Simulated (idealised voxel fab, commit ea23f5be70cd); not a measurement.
The name of this process module is voxel fin reveal.
Section shown: cut. Width: 165 nm. Cell size: 5 nm, square.
Reading order for cross-sections: top band down to bottom band. Underlying form: a grid of square cells. Band size: one or more rows of cells.
Heads up on the band format: heights come first, top then bottom, in nm. After that it's the materials left to right, each with its width in nm. A single material flagged "all across" fills the whole band edge to edge, and "blank" means there's empty space there.
It should be noted that heights are counted from 0, beneath which the wafer as supplied is of one material throughout, and that the lowest band possesses no lower boundary but continues downward, as written in "0 down".
Read "30..40" as a graded width: first number on top, second number at the bottom, same change between each pair of neighbouring rows.
Step marked "no alterations made"? Then no cell in the cross-section changed in it.
You'll see "Enclosed empty spaces" listing empty spaces that have no way open to the top, as long as they're 8 cells or more; the notation is width x height at distance, where the distance is from the left edge, and all of it is in nm.
Past the settings on a step's line: simulator remark, on that step.
overlay nm: on a step with a mask, how far right of its planned place the mask lay; negative means left.
THE STEPS PLANNED FOR THE PROCESS ARE AS FOLLOWS
1: RECEIVE, material Si
2: CONFORMAL_DEP, material SiN, thk nm 5
3: MASKED_ETCH, tone cover, mask id FINS, width nm 15, pitch nm 40, etch materials SiN, depth nm 5, overlay nm 0
4: MASKED_ETCH, tone cover, mask id FINS, width nm 15, pitch nm 40, etch materials Si, depth nm 40, overlay nm 0
5: OXIDIZE, depth nm 5
6: FILL_DEP, material SiO2, thk nm 10
7: CMP, height nm 5
8: SELECTIVE_ETCH, etch materials SiO2, depth nm 25
9: STRIP, etch materials SiN
10: CONFORMAL_DEP, material SiO2, thk nm 5
ACCOUNT OF THE FIRST OF TWO WAFERS, WHICH WAS PROCESSED AS INTENDED
AS RECEIVED (POST STEP 1): CROSS-SECTION
* 0 down = Si all across
* Enclosed empty spaces: none
WAFER XSEC, POST STEP 2
* 5 to 0 = SiN all across
* Lower than 0, everything is as it was.
WAFER XSEC, POST STEP 3
* 5 to 0 = blank=55 / SiN=15 / blank=25 / SiN=15 / blank=55
* Lower than 0, everything is as it was.
WAFER XSEC, POST STEP 4
* 5 to 0 = blank=55 / SiN=15 / blank=25 / SiN=15 / blank=55
* 0 to -40 = blank=55 / Si=15 / blank=25 / Si=15 / blank=55
* Lower than -40, everything is as it was.
WAFER XSEC, POST STEP 5
* 5 to 0 = blank=55 / SiN=15 / blank=25 / SiN=15 / blank=55
* 0 to -40 = blank=55 / SiO2=5 / Si=5 / SiO2=5 / blank=25 / SiO2=5 / Si=5 / SiO2=5 / blank=55
* -40 to -45 = SiO2=60 / Si=5 / SiO2=35 / Si=5 / SiO2=60
* Lower than -45, everything is as it was.
WAFER XSEC, POST STEP 6
* 15 to 5 = SiO2 all across
* 5 to 0 = SiO2=55 / SiN=15 / SiO2=25 / SiN=15 / SiO2=55
* 0 to -45 = SiO2=60 / Si=5 / SiO2=35 / Si=5 / SiO2=60
* Lower than -45, everything is as it was.
WAFER XSEC, POST STEP 7
* 5 to 0 = SiO2=55 / SiN=15 / SiO2=25 / SiN=15 / SiO2=55
* Lower than 0, everything is as it was.
WAFER XSEC, POST STEP 8
* 5 to 0 = blank=55 / SiN=15 / blank=25 / SiN=15 / blank=55
* 0 to -20 = blank=60 / Si=5 / blank=35 / Si=5 / blank=60
* Lower than -20, everything is as it was.
WAFER XSEC, POST STEP 9
* 0 to -20 = blank=60 / Si=5 / blank=35 / Si=5 / blank=60
* Lower than -20, everything is as it was.
WAFER XSEC, POST STEP 10
* 5 to 0 = blank=55 / SiO2=15 / blank=25 / SiO2=15 / blank=55
* 0 to -15 = blank=55 / SiO2=5 / Si=5 / SiO2=5 / blank=25 / SiO2=5 / Si=5 / SiO2=5 / blank=55
* -15 to -45 = SiO2=60 / Si=5 / SiO2=35 / Si=5 / SiO2=60
* Lower than -45, everything is as it was.
SECOND OF TWO: SAME START, SAME PLAN, ONE RUN ERROR; STEPS UP TO AND INCLUDING 2 MATCH THE FIRST
CROSS-SECTION OF THE SECOND WAFER WHEN, ACCORDING TO PLAN, STEP 3 SHOULD HAVE FINISHED
* 5 to 0 = blank=55 / SiN=20 / blank=20 / SiN=20 / blank=50
* Lower than 0, everything is as it was.
CROSS-SECTION OF THE SECOND WAFER WHEN, ACCORDING TO PLAN, STEP 4 SHOULD HAVE FINISHED
* 5 to 0 = blank=55 / SiN=20 / blank=20 / SiN=20 / blank=50
* 0 to -40 = blank=55 / Si=20 / blank=20 / Si=20 / blank=50
* Lower than -40, everything is as it was.
CROSS-SECTION OF THE SECOND WAFER WHEN, ACCORDING TO PLAN, STEP 5 SHOULD HAVE FINISHED
* 5 to 0 = blank=55 / SiN=20 / blank=20 / SiN=20 / blank=50
* 0 to -40 = blank=55 / SiO2=5 / Si=10 / SiO2=5 / blank=20 / SiO2=5 / Si=10 / SiO2=5 / blank=50
* -40 to -45 = SiO2=60 / Si=10 / SiO2=30 / Si=10 / SiO2=55
* Lower than -45, everything is as it was.
CROSS-SECTION OF THE SECOND WAFER WHEN, ACCORDING TO PLAN, STEP 6 SHOULD HAVE FINISHED
* 15 to 5 = SiO2 all across
* 5 to 0 = SiO2=55 / SiN=20 / SiO2=20 / SiN=20 / SiO2=50
* 0 to -45 = SiO2=60 / Si=10 / SiO2=30 / Si=10 / SiO2=55
* Lower than -45, everything is as it was.
CROSS-SECTION OF THE SECOND WAFER WHEN, ACCORDING TO PLAN, STEP 7 SHOULD HAVE FINISHED
* 5 to 0 = SiO2=55 / SiN=20 / SiO2=20 / SiN=20 / SiO2=50
* Lower than 0, everything is as it was.
CROSS-SECTION OF THE SECOND WAFER WHEN, ACCORDING TO PLAN, STEP 8 SHOULD HAVE FINISHED
* 5 to 0 = blank=55 / SiN=20 / blank=20 / SiN=20 / blank=50
* 0 to -20 = blank=60 / Si=10 / blank=30 / Si=10 / blank=55
* Lower than -20, everything is as it was.
CROSS-SECTION OF THE SECOND WAFER WHEN, ACCORDING TO PLAN, STEP 9 SHOULD HAVE FINISHED
* 0 to -20 = blank=60 / Si=10 / blank=30 / Si=10 / blank=55
* Lower than -20, everything is as it was.
CROSS-SECTION OF THE SECOND WAFER WHEN, ACCORDING TO PLAN, STEP 10 SHOULD HAVE FINISHED
* 5 to 0 = blank=55 / SiO2=20 / blank=20 / SiO2=20 / blank=50
* 0 to -15 = blank=55 / SiO2=5 / Si=10 / SiO2=5 / blank=20 / SiO2=5 / Si=10 / SiO2=5 / blank=50
* -15 to -45 = SiO2=60 / Si=10 / SiO2=30 / Si=10 / SiO2=55
* Lower than -45, everything is as it was.
Here's what went sideways: it should be noted that step 3 was executed with settings other than those planned, the operation and settings actually applied being MASKED_ETCH, tone cover, mask id FINS, width nm 20, pitch nm 40, etch materials SiN, depth nm 5, overlay nm 0
Wrapping up, a cell-based count of both wafers puts the second over or under the first for these materials: 18 more of Si | 10 fewer of SiO2
